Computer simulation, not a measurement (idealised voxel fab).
process module | voxel transistor to metal
cross-section cut | 145 nm wide | cells 5 nm
A cross-section is a grid of square cells, given in bands from the top down. A band is one or more rows of cells.
Each band's line starts with the height of the band's top and of its bottom, in nm. Then come its materials from left to right, each with its width in nm. One material with "throughout" fills the band from edge to edge. "air" is empty space.
Height 0 is the level under which the wafer as received is all one material. The lowest band goes on downwards, as in "0 down".
A width such as "30 to 40" changes by the same amount from each row of cells to the next, from the band's top row to its bottom row.
"no change" after a step means that no cell of the cross-section changed.
closed voids: empty space of 8 cells or more with no open way to the top, each as width x height at its distance from the left edge, in nm
after a step's settings: what the simulator itself notes on the step
overlay nm, on a step with a mask: how far to the right of its planned place the mask lay; to the left if negative
Each pair below shows a cross-section before one step and the cross-section after it, down to the lowest band that changed. The line under each pair gives the step between them, with its settings. The pairs can come from different runs of this module on the same starting wafer, so a pair continues from the pair above only where its "before" says so.
before
  110 to 100: aC 25 | air 15 | aC 55 | air 15 | aC 35
  100 to 65: SiO2 25 | air 15 | SiO2 55 | air 15 | SiO2 35
  65 to 60: SiCN throughout
  60 to 45: lowk 25 | TiN 5 | Cu 15 | TiN 5 | lowk 45 | TiN 5 | Cu 15 | TiN 5 | lowk 25
  45 to 40: SiCN 25 | TiN 25 | SiCN 45 | TiN 25 | SiCN 25
  40 to 30: SiO2 25 | TiN 5 | W 20 to 15 | TiN 5 to 10 | SiO2 30 | TiN 5 to 10 | W 20 to 15 | TiN 5 | SiO2 30
  30 to 15: SiO2 25 | TiN 5 | W 15 | TiN 5 | SiN 5 | SiO2 5 | SiCN 20 | SiO2 5 | SiN 5 | TiN 5 | W 15 | TiN 5 | SiO2 30
  15 to 5: SiO2 25 | TiN 5 | W 15 | TiN 5 | SiN 5 | SiO2 5 | polySi 20 | SiO2 5 | SiN 5 | TiN 5 | W 15 | TiN 5 | SiO2 30
  5 to 0: SiO2 25 | TiN 25 | SiN 5 | SiO2 5 | polySi 20 | SiO2 5 | SiN 5 | TiN 25 | SiO2 30
  0 to -5: SiO2 20 | SiN 5 | nSi 10 | TiN 5 | nSi 10 | SiN 5 | SiO2 5 | polySi 20 | SiO2 5 | SiN 5 | nSi 10 | TiN 5 | nSi 10 | SiN 5 | SiO2 25
  -5 to -10: SiO2 25 | nSi 10 | TiN 5 | nSi 10 | SiO2 40 | nSi 10 | TiN 5 | nSi 10 | SiO2 30
  -10 to -20: SiO2 20 | Si 5 | nSi 25 | Si 40 | nSi 25 | Si 5 | SiO2 25
  -20 to -30: SiO2 20 | Si 100 | SiO2 25
  -30 down: Si throughout
  closed voids: none
after
  100 to 65: SiO2 25 | air 15 | SiO2 55 | air 15 | SiO2 35
  below 65: unchanged
  closed voids: none
the step between: op STRIP | etch materials aC
before: the cross-section after the pair above
after
  115 to 100: resist 25 | air 20 | resist 50 | air 20 | resist 30
  below 100: unchanged
  closed voids: none
the step between: op PATTERN | tone open | mask id METAL_2 | material resist | width nm 20 | pitch nm 70 | thk nm 15 | overlay nm 0
before: the cross-section after the pair above
after
  115 to 100: resist 25 | air 20 | resist 50 | air 20 | resist 30
  100 to 80: SiO2 25 | air 20 | SiO2 50 | air 20 | SiO2 30
  below 80: unchanged
  closed voids: none
the step between: op DIRECTIONAL_ETCH | etch materials SiO2 | depth nm 20
before: the cross-section after the pair above
after
  115 to 100: resist 25 | air 20 | resist 50 | air 20 | resist 30
  100 to 80: SiO2 25 | air 20 | SiO2 50 | air 20 | SiO2 30
  80 to 65: SiO2 25 | air 15 | SiO2 55 | air 15 | SiO2 35
  65 to 60: SiCN 25 | air 15 | SiCN 55 | air 15 | SiCN 35
  below 60: unchanged
  closed voids: none
the step between: op DIRECTIONAL_ETCH | etch materials SiCN | depth nm 5
before: the cross-section after the pair above
after
  100 to 80: SiO2 25 | air 20 | SiO2 50 | air 20 | SiO2 30
  below 80: unchanged
  closed voids: none
the step between: op STRIP | etch materials resist
before: the cross-section after the pair above
after
  105 to 100: TiN 30 | air 10 | TiN 60 | air 10 | TiN 35
  100 to 85: SiO2 25 | TiN 5 | air 10 | TiN 5 | SiO2 50 | TiN 5 | air 10 | TiN 5 | SiO2 30
  85 to 80: SiO2 25 | TiN 5 | air 5 | TiN 10 | SiO2 50 | TiN 5 | air 5 | TiN 10 | SiO2 30
  80 to 65: SiO2 25 | TiN 5 | air 5 | TiN 5 | SiO2 55 | TiN 5 | air 5 | TiN 5 | SiO2 35
  65 to 60: SiCN 25 | TiN 15 | SiCN 55 | TiN 15 | SiCN 35
  below 60: unchanged
  closed voids: none
the step between: op CONFORMAL_DEP | material TiN | thk nm 5
before: the cross-section after the pair above
after
  115 to 105: Cu throughout
  105 to 100: TiN 30 | Cu 10 | TiN 60 | Cu 10 | TiN 35
  100 to 85: SiO2 25 | TiN 5 | Cu 10 | TiN 5 | SiO2 50 | TiN 5 | Cu 10 | TiN 5 | SiO2 30
  85 to 80: SiO2 25 | TiN 5 | Cu 5 | TiN 10 | SiO2 50 | TiN 5 | Cu 5 | TiN 10 | SiO2 30
  80 to 65: SiO2 25 | TiN 5 | Cu 5 | TiN 5 | SiO2 55 | TiN 5 | Cu 5 | TiN 5 | SiO2 35
  below 65: unchanged
  closed voids: none
the step between: op FILL_DEP | material Cu | thk nm 10
before: the cross-section after the pair above
after
  100 to 85: SiO2 25 | TiN 5 | Cu 10 | TiN 5 | SiO2 50 | TiN 5 | Cu 10 | TiN 5 | SiO2 30
  below 85: unchanged
  closed voids: none
the step between: op CMP | height nm 100
before: the cross-section after the pair above
after
  105 to 100: SiN throughout
  below 100: unchanged
  closed voids: none
the step between: op CONFORMAL_DEP | material SiN | thk nm 5
before
  35 to 30: SiCN 15 | air 110 | SiCN 20
  30 to 20: SiCN throughout
  20 to 15: polySi 15 | SiCN 110 | polySi 20
  15 to 0: polySi throughout
  0 to -5: SiO2 15 | polySi 110 | SiO2 20
  -5 to -10: SiO2 throughout
  -10 to -30: SiO2 20 | Si 100 | SiO2 25
  -30 down: Si throughout
  closed voids: none
after
  50 to 35: air 50 | resist 20 | air 75
  35 to 30: SiCN 15 | air 35 | resist 20 | air 55 | SiCN 20
  below 30: unchanged
  closed voids: none
the step between: op PATTERN | tone cover | mask id GATE | material resist | width nm 20 | thk nm 15 | overlay nm -10
before: the cross-section after the pair above
after
  50 to 30: air 50 | resist 20 | air 75
  30 to 20: air 50 | SiCN 20 | air 75
  20 to 15: polySi 15 | air 35 | SiCN 20 | air 55 | polySi 20
  below 15: unchanged
  closed voids: none
the step between: op DIRECTIONAL_ETCH | etch materials SiCN | depth nm 25
before: the cross-section after the pair above
after
  50 to 30: air 50 | resist 20 | air 75
  30 to 15: air 50 | SiCN 20 | air 75
  15 to 0: air 50 | polySi 20 | air 75
  0 to -5: SiO2 15 | air 35 | polySi 20 | air 55 | SiO2 20
  below -5: unchanged
  closed voids: none
the step between: op DIRECTIONAL_ETCH | etch materials polySi | depth nm 30
before: the cross-section after the pair above
after
  30 to 15: air 50 | SiCN 20 | air 75
  below 15: unchanged
  closed voids: none
the step between: op STRIP | etch materials resist
before: the cross-section after the pair above
after
  35 to 30: air 45 | SiO2 30 | air 70
  30 to 15: air 45 | SiO2 5 | SiCN 20 | SiO2 5 | air 70
  15 to 5: air 45 | SiO2 5 | polySi 20 | SiO2 5 | air 70
  5 to 0: SiO2 20 | air 25 | SiO2 5 | polySi 20 | SiO2 5 | air 45 | SiO2 25
  0 to -5: SiO2 50 | polySi 20 | SiO2 75
  below -5: unchanged
  closed voids: none
the step between: op CONFORMAL_DEP | material SiO2 | thk nm 5
before: the cross-section after the pair above
after
  30 to 15: air 45 | SiO2 5 | SiCN 20 | SiO2 5 | air 70
  15 to 0: air 45 | SiO2 5 | polySi 20 | SiO2 5 | air 70
  0 to -5: SiO2 20 | air 25 | SiO2 5 | polySi 20 | SiO2 5 | air 45 | SiO2 25
  below -5: unchanged
  closed voids: none
the step between: op DIRECTIONAL_ETCH | etch materials SiO2 | depth nm 5
before: the cross-section after the pair above
after
  35 to 30: air 40 | SiN 40 | air 65
  30 to 15: air 40 | SiN 5 | SiO2 5 | SiCN 20 | SiO2 5 | SiN 5 | air 65
  15 to 5: air 40 | SiN 5 | SiO2 5 | polySi 20 | SiO2 5 | SiN 5 | air 65
  5 to 0: SiN 25 | air 15 | SiN 5 | SiO2 5 | polySi 20 | SiO2 5 | SiN 5 | air 35 | SiN 30
  0 to -5: SiO2 20 | SiN 25 | SiO2 5 | polySi 20 | SiO2 5 | SiN 45 | SiO2 25
  below -5: unchanged
  closed voids: none
the step between: op CONFORMAL_DEP | material SiN | thk nm 5
before: the cross-section after the pair above
after
  30 to 15: air 40 | SiN 5 | SiO2 5 | SiCN 20 | SiO2 5 | SiN 5 | air 65
  15 to 0: air 40 | SiN 5 | SiO2 5 | polySi 20 | SiO2 5 | SiN 5 | air 65
  0 to -5: SiO2 20 | SiN 5 | air 15 | SiN 5 | SiO2 5 | polySi 20 | SiO2 5 | SiN 5 | air 35 | SiN 5 | SiO2 25
  below -5: unchanged
  closed voids: none
the step between: op DIRECTIONAL_ETCH | etch materials SiN | depth nm 5
before: the cross-section after the pair above
after
  30 to 25: air 40 | SiN 5 | air 5 | SiCN 20 | air 5 | SiN 5 | air 65
  25 to 15: air 40 | SiN 5 | SiO2 5 | SiCN 20 | SiO2 5 | SiN 5 | air 65
  15 to 0: air 40 | SiN 5 | SiO2 5 | polySi 20 | SiO2 5 | SiN 5 | air 65
  0 to -5: air 20 | SiN 5 | air 15 | SiN 5 | SiO2 5 | polySi 20 | SiO2 5 | SiN 5 | air 35 | SiN 5 | air 25
  -5 to -10: SiO2 25 | air 15 | SiO2 40 | air 35 | SiO2 30
  below -10: unchanged
  closed voids: none
the step between: op DIRECTIONAL_ETCH | etch materials SiO2 | depth nm 5
before: the cross-section after the pair above
after
  30 to 25: air 40 | SiN 5 | air 5 | SiCN 20 | air 5 | SiN 5 | air 65
  25 to 15: air 40 | SiN 5 | SiO2 5 | SiCN 20 | SiO2 5 | SiN 5 | air 65
  15 to 0: air 40 | SiN 5 | SiO2 5 | polySi 20 | SiO2 5 | SiN 5 | air 65
  0 to -5: air 20 | SiN 5 | air 15 | SiN 5 | SiO2 5 | polySi 20 | SiO2 5 | SiN 5 | air 35 | SiN 5 | air 25
  -5 to -10: SiO2 25 | air 15 | SiO2 40 | air 35 | SiO2 30
  -10 to -20: SiO2 20 | Si 5 | air 15 | Si 40 | air 35 | Si 5 | SiO2 25
  below -20: unchanged
  closed voids: none
the step between: op DIRECTIONAL_ETCH | etch materials Si | depth nm 10
before: the cross-section after the pair above
after
  30 to 25: air 40 | SiN 5 | air 5 | SiCN 20 | air 5 | SiN 5 | air 65
  25 to 15: air 40 | SiN 5 | SiO2 5 | SiCN 20 | SiO2 5 | SiN 5 | air 65
  15 to 0: air 40 | SiN 5 | SiO2 5 | polySi 20 | SiO2 5 | SiN 5 | air 65
  0 to -5: air 20 | SiN 5 | nSi 15 | SiN 5 | SiO2 5 | polySi 20 | SiO2 5 | SiN 5 | nSi 10 | air 15 | nSi 10 | SiN 5 | air 25
  -5 to -10: SiO2 25 | nSi 15 | SiO2 40 | nSi 10 | air 15 | nSi 10 | SiO2 30
  -10 to -20: SiO2 20 | Si 5 | nSi 15 | Si 40 | nSi 35 | Si 5 | SiO2 25
  below -20: unchanged
  closed voids: none
the step between: op EPI | material nSi | thk nm 10
before: the cross-section after the pair above
after
  35 to 30: SiO2 throughout
  30 to 15: SiO2 40 | SiN 5 | SiO2 5 | SiCN 20 | SiO2 5 | SiN 5 | SiO2 65
  15 to 0: SiO2 40 | SiN 5 | SiO2 5 | polySi 20 | SiO2 5 | SiN 5 | SiO2 65
  0 to -5: SiO2 20 | SiN 5 | nSi 15 | SiN 5 | SiO2 5 | polySi 20 | SiO2 5 | SiN 5 | nSi 10 | SiO2 15 | nSi 10 | SiN 5 | SiO2 25
  -5 to -10: SiO2 25 | nSi 15 | SiO2 40 | nSi 10 | SiO2 15 | nSi 10 | SiO2 30
  below -10: unchanged
  closed voids: none
the step between: op FILL_DEP | material SiO2 | thk nm 5
before: the cross-section after the pair above
after
  30 to 15: SiO2 40 | SiN 5 | SiO2 5 | SiCN 20 | SiO2 5 | SiN 5 | SiO2 65
  below 15: unchanged
  closed voids: none
the step between: op CMP | height nm 30
before: the cross-section after the pair above
after
  40 to 30: SiO2 throughout
  below 30: unchanged
  closed voids: none
the step between: op DIRECTIONAL_DEP | material SiO2 | thk nm 10
before: the cross-section after the pair above
after
  60 to 40: resist 25 | air 30 | resist 30 | air 30 | resist 30
  below 40: unchanged
  closed voids: none
the step between: op PATTERN | tone open | mask id CONTACT | material resist | width nm 30 | pitch nm 60 | thk nm 20 | overlay nm 0
before: the cross-section after the pair above
after
  60 to 40: resist 25 | air 30 | resist 30 | air 30 | resist 30
  40 to 30: SiO2 25 | air 30 | SiO2 30 | air 30 | SiO2 30
  30 to 15: SiO2 25 | air 15 | SiN 5 | air 5 | SiCN 20 | SiO2 5 | SiN 5 | SiO2 5 | air 30 | SiO2 30
  15 to 0: SiO2 25 | air 15 | SiN 5 | air 5 | polySi 20 | SiO2 5 | SiN 5 | SiO2 5 | air 30 | SiO2 30
  0 to -5: SiO2 20 | SiN 5 | nSi 15 | SiN 5 | air 5 | polySi 20 | SiO2 5 | SiN 5 | nSi 10 | air 15 | nSi 10 | SiN 5 | SiO2 25
  -5 to -10: SiO2 25 | nSi 15 | SiO2 5 | air 5 | SiO2 30 | nSi 10 | air 15 | nSi 10 | SiO2 30
  below -10: unchanged
  closed voids: none
the step between: op DIRECTIONAL_ETCH | etch materials SiO2 | depth nm 50
before: the cross-section after the pair above
after
  40 to 30: SiO2 25 | air 30 | SiO2 30 | air 30 | SiO2 30
  below 30: unchanged
  closed voids: none
the step between: op STRIP | etch materials resist
before: the cross-section after the pair above
after
  45 to 40: TiN 30 | air 20 | TiN 40 | air 20 | TiN 35
  40 to 30: SiO2 25 | TiN 5 | air 20 to 5 | TiN 5 to 20 | SiO2 30 | TiN 5 | air 20 | TiN 5 | SiO2 30
  30 to 15: SiO2 25 | TiN 5 | air 5 | TiN 5 | SiN 5 | TiN 5 | SiCN 20 | SiO2 5 | SiN 5 | SiO2 5 | TiN 5 | air 20 | TiN 5 | SiO2 30
  15 to 5: SiO2 25 | TiN 5 | air 5 | TiN 5 | SiN 5 | TiN 5 | polySi 20 | SiO2 5 | SiN 5 | SiO2 5 | TiN 5 | air 20 | TiN 5 | SiO2 30
  5 to 0: SiO2 25 | TiN 15 | SiN 5 | TiN 5 | polySi 20 | SiO2 5 | SiN 5 | SiO2 5 | TiN 10 | air 5 | TiN 15 | SiO2 30
  0 to -5: SiO2 20 | SiN 5 | nSi 15 | SiN 5 | TiN 5 | polySi 20 | SiO2 5 | SiN 5 | nSi 10 | TiN 5 | air 5 | TiN 5 | nSi 10 | SiN 5 | SiO2 25
  -5 to -10: SiO2 25 | nSi 15 | SiO2 5 | TiN 5 | SiO2 30 | nSi 10 | TiN 15 | nSi 10 | SiO2 30
  below -10: unchanged
  closed voids: none
the step between: op CONFORMAL_DEP | material TiN | thk nm 5
before: the cross-section after the pair above
after
  55 to 45: W throughout
  45 to 40: TiN 30 | W 20 | TiN 40 | W 20 | TiN 35
  40 to 30: SiO2 25 | TiN 5 | W 20 to 5 | TiN 5 to 20 | SiO2 30 | TiN 5 | W 20 | TiN 5 | SiO2 30
  30 to 15: SiO2 25 | TiN 5 | W 5 | TiN 5 | SiN 5 | TiN 5 | SiCN 20 | SiO2 5 | SiN 5 | SiO2 5 | TiN 5 | W 20 | TiN 5 | SiO2 30
  15 to 5: SiO2 25 | TiN 5 | W 5 | TiN 5 | SiN 5 | TiN 5 | polySi 20 | SiO2 5 | SiN 5 | SiO2 5 | TiN 5 | W 20 | TiN 5 | SiO2 30
  5 to 0: SiO2 25 | TiN 15 | SiN 5 | TiN 5 | polySi 20 | SiO2 5 | SiN 5 | SiO2 5 | TiN 10 | W 5 | TiN 15 | SiO2 30
  0 to -5: SiO2 20 | SiN 5 | nSi 15 | SiN 5 | TiN 5 | polySi 20 | SiO2 5 | SiN 5 | nSi 10 | TiN 5 | W 5 | TiN 5 | nSi 10 | SiN 5 | SiO2 25
  below -5: unchanged
  closed voids: none
the step between: op FILL_DEP | material W | thk nm 10
before: the cross-section after the pair above
after
  40 to 30: SiO2 25 | TiN 5 | W 20 to 5 | TiN 5 to 20 | SiO2 30 | TiN 5 | W 20 | TiN 5 | SiO2 30
  below 30: unchanged
  closed voids: none
the step between: op CMP | height nm 40
before: the cross-section after the pair above
after
  45 to 40: SiCN throughout
  below 40: unchanged
  closed voids: none
the step between: op CONFORMAL_DEP | material SiCN | thk nm 5
before: the cross-section after the pair above
after
  60 to 45: lowk throughout
  below 45: unchanged
  closed voids: none
the step between: op DIRECTIONAL_DEP | material lowk | thk nm 15
before: the cross-section after the pair above
after
  75 to 60: resist 25 | air 20 | resist 50 | air 20 | resist 30
  below 60: unchanged
  closed voids: none
the step between: op PATTERN | tone open | mask id METAL_1 | material resist | width nm 20 | pitch nm 70 | thk nm 15 | overlay nm 0
before: the cross-section after the pair above
after
  75 to 60: resist 25 | air 20 | resist 50 | air 20 | resist 30
  60 to 45: lowk 25 | air 20 | lowk 50 | air 20 | lowk 30
  below 45: unchanged
  closed voids: none
the step between: op DIRECTIONAL_ETCH | etch materials lowk | depth nm 15
before: the cross-section after the pair above
after
  75 to 60: resist 25 | air 20 | resist 50 | air 20 | resist 30
  60 to 45: lowk 25 | air 20 | lowk 50 | air 20 | lowk 30
  45 to 40: SiCN 25 | air 20 | SiCN 50 | air 20 | SiCN 30
  below 40: unchanged
  closed voids: none
the step between: op DIRECTIONAL_ETCH | etch materials SiCN | depth nm 5
before: the cross-section after the pair above
after
  60 to 45: lowk 25 | air 20 | lowk 50 | air 20 | lowk 30
  below 45: unchanged
  closed voids: none
the step between: op STRIP | etch materials resist
before: the cross-section after the pair above
after
  65 to 60: TiN 30 | air 10 | TiN 60 | air 10 | TiN 35
  60 to 45: lowk 25 | TiN 5 | air 10 | TiN 5 | lowk 50 | TiN 5 | air 10 | TiN 5 | lowk 30
  45 to 40: SiCN 25 | TiN 20 | SiCN 50 | TiN 20 | SiCN 30
  below 40: unchanged
  closed voids: none
the step between: op CONFORMAL_DEP | material TiN | thk nm 5
before: the cross-section after the pair above
after
  75 to 65: Cu throughout
  65 to 60: TiN 30 | Cu 10 | TiN 60 | Cu 10 | TiN 35
  60 to 45: lowk 25 | TiN 5 | Cu 10 | TiN 5 | lowk 50 | TiN 5 | Cu 10 | TiN 5 | lowk 30
  below 45: unchanged
  closed voids: none
the step between: op FILL_DEP | material Cu | thk nm 10
before: the cross-section after the pair above
after
  60 to 45: lowk 25 | TiN 5 | Cu 10 | TiN 5 | lowk 50 | TiN 5 | Cu 10 | TiN 5 | lowk 30
  below 45: unchanged
  closed voids: none
the step between: op CMP | height nm 60
before: the cross-section after the pair above
after
  65 to 60: SiCN throughout
  below 60: unchanged
  closed voids: none
the step between: op CONFORMAL_DEP | material SiCN | thk nm 5
before: the cross-section after the pair above
after
  100 to 65: SiO2 throughout
  below 65: unchanged
  closed voids: none
the step between: op DIRECTIONAL_DEP | material SiO2 | thk nm 35
before: the cross-section after the pair above
after
  110 to 100: aC throughout
  below 100: unchanged
  closed voids: none
the step between: op DIRECTIONAL_DEP | material aC | thk nm 10
before: the cross-section after the pair above
after
  135 to 110: resist 25 | air 15 | resist 55 | air 15 | resist 35
  below 110: unchanged
  closed voids: none
the step between: op PATTERN | tone open | mask id METAL_2_HOLES | material resist | width nm 15 | pitch nm 70 | thk nm 25 | overlay nm 0
before: the cross-section after the pair above
after
  125 to 110: resist 25 | air 15 | resist 55 | air 15 | resist 35
  110 to 100: aC 25 | air 15 | aC 55 | air 15 | aC 35
  below 100: unchanged
  closed voids: none
the step between: op DIRECTIONAL_ETCH | etch materials aC | depth nm 10
before: the cross-section after the pair above
after
  110 to 100: aC 25 | air 15 | aC 55 | air 15 | aC 35
  below 100: unchanged
  closed voids: none
the step between: op STRIP | etch materials resist
before: the cross-section after the pair above
after
  110 to 100: aC 25 | air 15 | aC 55 | air 15 | aC 35
  100 to 65: SiO2 25 | air 15 | SiO2 55 | air 15 | SiO2 35
  below 65: unchanged
  closed voids: none
the step between: op DIRECTIONAL_ETCH | etch materials SiO2 | depth nm 35
before: the cross-section after the pair above
after
  100 to 65: SiO2 25 | air 15 | SiO2 55 | air 15 | SiO2 35
  below 65: unchanged
  closed voids: none
the step between: op STRIP | etch materials aC
before: the cross-section after the pair above
after
  115 to 100: resist 25 | air 20 | resist 50 | air 20 | resist 30
  below 100: unchanged
  closed voids: none
the step between: op PATTERN | tone open | mask id METAL_2 | material resist | width nm 20 | pitch nm 70 | thk nm 15 | overlay nm 0
before: the cross-section after the pair above
after
  115 to 100: resist 25 | air 20 | resist 50 | air 20 | resist 30
  100 to 80: SiO2 25 | air 20 | SiO2 50 | air 20 | SiO2 30
  below 80: unchanged
  closed voids: none
the step between: op DIRECTIONAL_ETCH | etch materials SiO2 | depth nm 20
before: the cross-section after the pair above
after
  115 to 100: resist 25 | air 20 | resist 50 | air 20 | resist 30
  100 to 80: SiO2 25 | air 20 | SiO2 50 | air 20 | SiO2 30
  80 to 65: SiO2 25 | air 15 | SiO2 55 | air 15 | SiO2 35
  65 to 60: SiCN 25 | air 15 | SiCN 55 | air 15 | SiCN 35
  below 60: unchanged
  closed voids: none
the step between: op DIRECTIONAL_ETCH | etch materials SiCN | depth nm 5
before: the cross-section after the pair above
after
  100 to 80: SiO2 25 | air 20 | SiO2 50 | air 20 | SiO2 30
  below 80: unchanged
  closed voids: none
the step between: op STRIP | etch materials resist
before: the cross-section after the pair above
after
  105 to 100: TiN 30 | air 10 | TiN 60 | air 10 | TiN 35
  100 to 85: SiO2 25 | TiN 5 | air 10 | TiN 5 | SiO2 50 | TiN 5 | air 10 | TiN 5 | SiO2 30
  85 to 80: SiO2 25 | TiN 5 | air 5 | TiN 10 | SiO2 50 | TiN 5 | air 5 | TiN 10 | SiO2 30
  80 to 65: SiO2 25 | TiN 5 | air 5 | TiN 5 | SiO2 55 | TiN 5 | air 5 | TiN 5 | SiO2 35
  65 to 60: SiCN 25 | TiN 15 | SiCN 55 | TiN 15 | SiCN 35
  below 60: unchanged
  closed voids: none
the step between: op CONFORMAL_DEP | material TiN | thk nm 5
before: the cross-section after the pair above
after
  115 to 105: Cu throughout
  105 to 100: TiN 30 | Cu 10 | TiN 60 | Cu 10 | TiN 35
  100 to 85: SiO2 25 | TiN 5 | Cu 10 | TiN 5 | SiO2 50 | TiN 5 | Cu 10 | TiN 5 | SiO2 30
  85 to 80: SiO2 25 | TiN 5 | Cu 5 | TiN 10 | SiO2 50 | TiN 5 | Cu 5 | TiN 10 | SiO2 30
  80 to 65: SiO2 25 | TiN 5 | Cu 5 | TiN 5 | SiO2 55 | TiN 5 | Cu 5 | TiN 5 | SiO2 35
  below 65: unchanged
  closed voids: none
the step between: op FILL_DEP | material Cu | thk nm 10
before: the cross-section after the pair above
after
  100 to 85: SiO2 25 | TiN 5 | Cu 10 | TiN 5 | SiO2 50 | TiN 5 | Cu 10 | TiN 5 | SiO2 30
  below 85: unchanged
  closed voids: none
the step between: op CMP | height nm 100
before: the cross-section after the pair above
after
  105 to 100: SiN throughout
  below 100: unchanged
  closed voids: none
the step between: op CONFORMAL_DEP | material SiN | thk nm 5
before
  65 to 60: SiCN throughout
  60 to 45: lowk 25 | TiN 5 | Cu 10 | TiN 5 | lowk 50 | TiN 5 | Cu 10 | TiN 5 | lowk 30
  45 to 40: SiCN 25 | TiN 20 | SiCN 50 | TiN 20 | SiCN 30
  40 to 30: SiO2 25 | TiN 5 | W 20 to 15 | TiN 5 to 10 | SiO2 30 | TiN 5 to 10 | W 20 to 15 | TiN 5 | SiO2 30
  30 to 15: SiO2 25 | TiN 5 | W 15 | TiN 5 | SiN 5 | SiO2 5 | SiCN 20 | SiO2 5 | SiN 5 | TiN 5 | W 15 | TiN 5 | SiO2 30
  15 to 5: SiO2 25 | TiN 5 | W 15 | TiN 5 | SiN 5 | SiO2 5 | polySi 20 | SiO2 5 | SiN 5 | TiN 5 | W 15 | TiN 5 | SiO2 30
  5 to 0: SiO2 25 | TiN 25 | SiN 5 | SiO2 5 | polySi 20 | SiO2 5 | SiN 5 | TiN 25 | SiO2 30
  0 to -5: SiO2 20 | SiN 5 | nSi 10 | TiN 5 | nSi 10 | SiN 5 | SiO2 5 | polySi 20 | SiO2 5 | SiN 5 | nSi 10 | TiN 5 | nSi 10 | SiN 5 | SiO2 25
  -5 to -10: SiO2 25 | nSi 10 | TiN 5 | nSi 10 | SiO2 40 | nSi 10 | TiN 5 | nSi 10 | SiO2 30
  -10 to -20: SiO2 20 | Si 5 | nSi 25 | Si 40 | nSi 25 | Si 5 | SiO2 25
  -20 to -30: SiO2 20 | Si 100 | SiO2 25
  -30 down: Si throughout
  closed voids: none
after
  100 to 65: W throughout
  below 65: unchanged
  closed voids: none
the step between: op DIRECTIONAL_DEP | material W | thk nm 35
before: the cross-section after the pair above
after
  110 to 100: aC throughout
  below 100: unchanged
  closed voids: none
the step between: op DIRECTIONAL_DEP | material aC | thk nm 10
before: the cross-section after the pair above
after
  135 to 110: resist 25 | air 15 | resist 55 | air 15 | resist 35
  below 110: unchanged
  closed voids: none
the step between: op PATTERN | tone open | mask id METAL_2_HOLES | material resist | width nm 15 | pitch nm 70 | thk nm 25 | overlay nm 0
before: the cross-section after the pair above
after
  125 to 110: resist 25 | air 15 | resist 55 | air 15 | resist 35
  110 to 100: aC 25 | air 15 | aC 55 | air 15 | aC 35
  below 100: unchanged
  closed voids: none
the step between: op DIRECTIONAL_ETCH | etch materials aC | depth nm 10
before: the cross-section after the pair above
after
  110 to 100: aC 25 | air 15 | aC 55 | air 15 | aC 35
  below 100: unchanged
  closed voids: none
the step between: op STRIP | etch materials resist
before: the cross-section after the pair above
after
  100 to 65: W throughout
  below 65: unchanged
  closed voids: none
the step between: op STRIP | etch materials aC
before: the cross-section after the pair above
after
  115 to 100: resist 25 | air 20 | resist 50 | air 20 | resist 30
  below 100: unchanged
  closed voids: none
the step between: op PATTERN | tone open | mask id METAL_2 | material resist | width nm 20 | pitch nm 70 | thk nm 15 | overlay nm 0
before: the cross-section after the pair above
after
  100 to 65: W throughout
  below 65: unchanged
  closed voids: none
the step between: op STRIP | etch materials resist
before: the cross-section after the pair above
after
  105 to 100: TiN throughout
  below 100: unchanged
  closed voids: none
the step between: op CONFORMAL_DEP | material TiN | thk nm 5
before: the cross-section after the pair above
after
  115 to 105: Cu throughout
  below 105: unchanged
  closed voids: none
the step between: op FILL_DEP | material Cu | thk nm 10
before: the cross-section after the pair above
after
  100 to 65: W throughout
  below 65: unchanged
  closed voids: none
the step between: op CMP | height nm 100
before: the cross-section after the pair above
after
  105 to 100: SiN throughout
  below 100: unchanged
  closed voids: none
the step between: op CONFORMAL_DEP | material SiN | thk nm 5
before
  100 to 65: SiO2 25 | air 15 | SiO2 55 | air 15 | SiO2 35
  65 to 60: SiCN throughout
  60 to 45: lowk 25 | TiN 5 | Cu 10 | TiN 5 | lowk 50 | TiN 5 | Cu 10 | TiN 5 | lowk 30
  45 to 40: SiCN 25 | TiN 20 | SiCN 50 | TiN 20 | SiCN 30
  40 to 30: SiO2 25 | TiN 5 | W 20 to 15 | TiN 5 to 10 | SiO2 30 | TiN 5 to 10 | W 20 to 15 | TiN 5 | SiO2 30
  30 to 15: SiO2 25 | TiN 5 | W 15 | TiN 5 | SiN 5 | SiO2 5 | SiCN 20 | SiO2 5 | SiN 5 | TiN 5 | W 15 | TiN 5 | SiO2 30
  15 to 5: SiO2 25 | TiN 5 | W 15 | TiN 5 | SiN 5 | SiO2 5 | polySi 20 | SiO2 5 | SiN 5 | TiN 5 | W 15 | TiN 5 | SiO2 30
  5 to 0: SiO2 25 | TiN 25 | SiN 5 | SiO2 5 | polySi 20 | SiO2 5 | SiN 5 | TiN 25 | SiO2 30
  0 to -5: SiO2 20 | SiN 5 | nSi 10 | TiN 5 | nSi 10 | SiN 5 | SiO2 5 | polySi 20 | SiO2 5 | SiN 5 | nSi 10 | TiN 5 | nSi 10 | SiN 5 | SiO2 25
  -5 to -10: SiO2 25 | nSi 10 | TiN 5 | nSi 10 | SiO2 40 | nSi 10 | TiN 5 | nSi 10 | SiO2 30
  -10 to -20: SiO2 20 | Si 5 | nSi 25 | Si 40 | nSi 25 | Si 5 | SiO2 25
  -20 to -30: SiO2 20 | Si 100 | SiO2 25
  -30 down: Si throughout
  closed voids: none
after
  115 to 100: air 25 | resist 20 | air 50 | resist 20 | air 30
  100 to 65: SiO2 25 | resist 15 | SiO2 55 | resist 15 | SiO2 35
  below 65: unchanged
  closed voids: none
the step between: op PATTERN | tone cover | mask id METAL_2 | material resist | width nm 20 | pitch nm 70 | thk nm 15 | overlay nm 0
before: the cross-section after the pair above
after
  115 to 100: air 25 | resist 20 | air 50 | resist 20 | air 30
  100 to 80: air 25 | resist 15 | SiO2 5 | air 50 | resist 15 | SiO2 5 | air 30
  below 80: unchanged
  closed voids: none
the step between: op DIRECTIONAL_ETCH | etch materials SiO2 | depth nm 20
before: the cross-section after the pair above
after
  100 to 80: air 40 | SiO2 5 | air 65 | SiO2 5 | air 30
  80 to 65: SiO2 25 | air 15 | SiO2 55 | air 15 | SiO2 35
  below 65: unchanged
  closed voids: none
the step between: op STRIP | etch materials resist
before: the cross-section after the pair above
after
  105 to 100: air 35 | TiN 15 | air 55 | TiN 15 | air 25
  100 to 85: air 35 | TiN 5 | SiO2 5 | TiN 5 | air 55 | TiN 5 | SiO2 5 | TiN 5 | air 25
  85 to 80: TiN 30 | air 5 | TiN 5 | SiO2 5 | TiN 55 | air 5 | TiN 5 | SiO2 5 | TiN 30
  80 to 70: SiO2 25 | TiN 5 | air 5 | TiN 5 | SiO2 55 | TiN 5 | air 5 | TiN 5 | SiO2 35
  70 to 65: SiO2 25 | TiN 15 | SiO2 55 | TiN 15 | SiO2 35
  below 65: unchanged
  closed voids: none
the step between: op CONFORMAL_DEP | material TiN | thk nm 5
